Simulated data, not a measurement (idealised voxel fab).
The process module presented herein is designated voxel gate over fins.
In the cross-section labelled cut, the width is 275 nm and each square cell is 5 nm.
If you're reading a cross-section in this doc, picture square cells in a grid; it comes to you as bands, top ones listed first down to the bottom, and a band can be one or more rows of cells. Each band's line starts with the height of the band's top and of its bottom, in nm. Then come its materials from left to right, each with its width in nm. One material with "throughout" fills the band from edge to edge. "air" is empty space. Convention: height 0 is the level below which the wafer, as received, is all one material. The lowest band does not terminate at the bottom but continues downward, represented as "from 0 down". The width entry "30..40" should be interpreted row by row: the top row of cells in the band takes the first number, the bottom row takes the second number, and the change between adjacent rows is uniform throughout. The cross-section has no changed cell in any step marked "all unchanged". The label "Enclosed voids" introduces a list of the empty spaces, 8 cells or larger, that have no open way up to the top; each entry in it reads width x height at distance, where the distance is taken from the left edge and all three are stated in nm. Anything after a step's settings on that line? It's the simulator's own note about the step. "overlay nm" answers the question of how far to the right of plan the mask lay on a step that has a mask, and when it is negative the answer is to the left.
Process steps (planned)
1: RECEIVE, material Si
2: CONFORMAL_DEP, material SiN, thk nm 10
3: MASKED_ETCH, tone cover, mask id FINS, width nm 15, pitch nm 40, etch materials SiN, depth nm 10, overlay nm 0
4: MASKED_ETCH, tone cover, mask id FINS, width nm 15, pitch nm 40, etch materials Si, depth nm 30, overlay nm 0
5: OXIDIZE, depth nm 5
6: FILL_DEP, material SiO2, thk nm 10
7: CMP, height nm 10
8: SELECTIVE_ETCH, etch materials SiO2, depth nm 25
9: STRIP, etch materials SiN
10: CONFORMAL_DEP, material HfO2, thk nm 5
11: CONFORMAL_DEP, material TiN, thk nm 5
12: FILL_DEP, material W, thk nm 10
13: CMP, height nm 15
14: CONFORMAL_DEP, material SiCN, thk nm 10
Account of the first of two wafers, which was processed as intended
Wafer cross-section on receipt, i.e. after step 1
	from 0 down: Si throughout
	Enclosed voids: none
So this is the wafer cross-section right after step 2
	from 10 to 0: SiN throughout
	Unchanged below 0.
So this is the wafer cross-section right after step 3
	from 10 to 0: air=110 / SiN=15 / air=25 / SiN=15 / air=110
	Unchanged below 0.
So this is the wafer cross-section right after step 4
	from 10 to 0: air=110 / SiN=15 / air=25 / SiN=15 / air=110
	from 0 to -30: air=110 / Si=15 / air=25 / Si=15 / air=110
	Unchanged below -30.
So this is the wafer cross-section right after step 5
	from 10 to 0: air=110 / SiN=15 / air=25 / SiN=15 / air=110
	from 0 to -30: air=110 / SiO2=5 / Si=5 / SiO2=5 / air=25 / SiO2=5 / Si=5 / SiO2=5 / air=110
	from -30 to -35: SiO2=115 / Si=5 / SiO2=35 / Si=5 / SiO2=115
	Unchanged below -35.
So this is the wafer cross-section right after step 6
	from 20 to 10: SiO2 throughout
	from 10 to 0: SiO2=110 / SiN=15 / SiO2=25 / SiN=15 / SiO2=110
	from 0 to -35: SiO2=115 / Si=5 / SiO2=35 / Si=5 / SiO2=115
	Unchanged below -35.
So this is the wafer cross-section right after step 7
	from 10 to 0: SiO2=110 / SiN=15 / SiO2=25 / SiN=15 / SiO2=110
	Unchanged below 0.
So this is the wafer cross-section right after step 8
	from 10 to 0: air=110 / SiN=15 / air=25 / SiN=15 / air=110
	from 0 to -15: air=115 / Si=5 / air=35 / Si=5 / air=115
	Unchanged below -15.
So this is the wafer cross-section right after step 9
	from 0 to -15: air=115 / Si=5 / air=35 / Si=5 / air=115
	Unchanged below -15.
So this is the wafer cross-section right after step 10
	from 5 to 0: air=110 / HfO2=15 / air=25 / HfO2=15 / air=110
	from 0 to -10: air=110 / HfO2=5 / Si=5 / HfO2=5 / air=25 / HfO2=5 / Si=5 / HfO2=5 / air=110
	from -10 to -15: HfO2=115 / Si=5 / HfO2=35 / Si=5 / HfO2=115
	Unchanged below -15.
So this is the wafer cross-section right after step 11
	from 10 to 5: air=105 / TiN=25 / air=15 / TiN=25 / air=105
	from 5 to 0: air=105 / TiN=5 / HfO2=15 / TiN=5 / air=15 / TiN=5 / HfO2=15 / TiN=5 / air=105
	from 0 to -5: air=105 / TiN=5 / HfO2=5 / Si=5 / HfO2=5 / TiN=5 / air=15 / TiN=5 / HfO2=5 / Si=5 / HfO2=5 / TiN=5 / air=105
	from -5 to -10: TiN=110 / HfO2=5 / Si=5 / HfO2=5 / TiN=25 / HfO2=5 / Si=5 / HfO2=5 / TiN=110
	Unchanged below -10.
So this is the wafer cross-section right after step 12
	from 20 to 10: W throughout
	from 10 to 5: W=105 / TiN=25 / W=15 / TiN=25 / W=105
	from 5 to 0: W=105 / TiN=5 / HfO2=15 / TiN=5 / W=15 / TiN=5 / HfO2=15 / TiN=5 / W=105
	from 0 to -5: W=105 / TiN=5 / HfO2=5 / Si=5 / HfO2=5 / TiN=5 / W=15 / TiN=5 / HfO2=5 / Si=5 / HfO2=5 / TiN=5 / W=105
	Unchanged below -5.
So this is the wafer cross-section right after step 13
	from 15 to 10: W throughout
	Unchanged below 10.
So this is the wafer cross-section right after step 14
	from 25 to 15: SiCN throughout
	Unchanged below 15.
The second wafer was prepared from the same starting point and under the same plan as the first; its processing contained one mistake, and it remains indistinguishable from the first wafer up to and including step 2
Here is the second wafer in cross-section at the point where step 3 of the plan should have been done
	from 10 to 0: SiN=110 / air=15 / SiN=25 / air=15 / SiN=110
	Unchanged below 0.
Here is the second wafer in cross-section at the point where step 4 of the plan should have been done: all unchanged
Here is the second wafer in cross-section at the point where step 5 of the plan should have been done
	from 10 to 0: SiN=110 / air=15 / SiN=25 / air=15 / SiN=110
	from 0 to -5: Si=105 / SiO2=25 / Si=15 / SiO2=25 / Si=105
	Unchanged below -5.
Here is the second wafer in cross-section at the point where step 6 of the plan should have been done
	from 20 to 10: SiO2 throughout
	from 10 to 0: SiN=110 / SiO2=15 / SiN=25 / SiO2=15 / SiN=110
	Unchanged below 0.
Here is the second wafer in cross-section at the point where step 7 of the plan should have been done
	from 10 to 0: SiN=110 / SiO2=15 / SiN=25 / SiO2=15 / SiN=110
	Unchanged below 0.
Here is the second wafer in cross-section at the point where step 8 of the plan should have been done
	from 10 to 0: SiN=110 / air=15 / SiN=25 / air=15 / SiN=110
	from 0 to -5: Si=105 / air=25 / Si=15 / air=25 / Si=105
	Unchanged below -5.
Here is the second wafer in cross-section at the point where step 9 of the plan should have been done
	from 0 to -5: Si=105 / air=25 / Si=15 / air=25 / Si=105
	Unchanged below -5.
Here is the second wafer in cross-section at the point where step 10 of the plan should have been done
	from 5 to 0: HfO2=110 / air=15 / HfO2=25 / air=15 / HfO2=110
	from 0 to -5: Si=105 / HfO2=25 / Si=15 / HfO2=25 / Si=105
	Unchanged below -5.
Here is the second wafer in cross-section at the point where step 11 of the plan should have been done
	from 10 to 5: TiN=115 / air=5 / TiN=35 / air=5 / TiN=115
	from 5 to 0: HfO2=110 / TiN=15 / HfO2=25 / TiN=15 / HfO2=110
	Unchanged below 0.
Here is the second wafer in cross-section at the point where step 12 of the plan should have been done
	from 20 to 10: W throughout
	from 10 to 5: TiN=115 / W=5 / TiN=35 / W=5 / TiN=115
	Unchanged below 5.
Here is the second wafer in cross-section at the point where step 13 of the plan should have been done
	from 15 to 10: W throughout
	Unchanged below 10.
Here is the second wafer in cross-section at the point where step 14 of the plan should have been done
	from 25 to 15: SiCN throughout
	Unchanged below 15.
Short version of what went wrong: step 3 went in with a setting other than planned; the actual run was MASKED_ETCH, tone open, mask id FINS, width nm 15, pitch nm 40, etch materials SiN, depth nm 10, overlay nm 0
It is noted that, at the conclusion of processing, the second wafer exhibits a higher or lower cell count for certain materials relative to the first: HfO2: 8 fewer; Si: 361 more; SiO2: 212 fewer; TiN: 8 fewer; W: 133 fewer
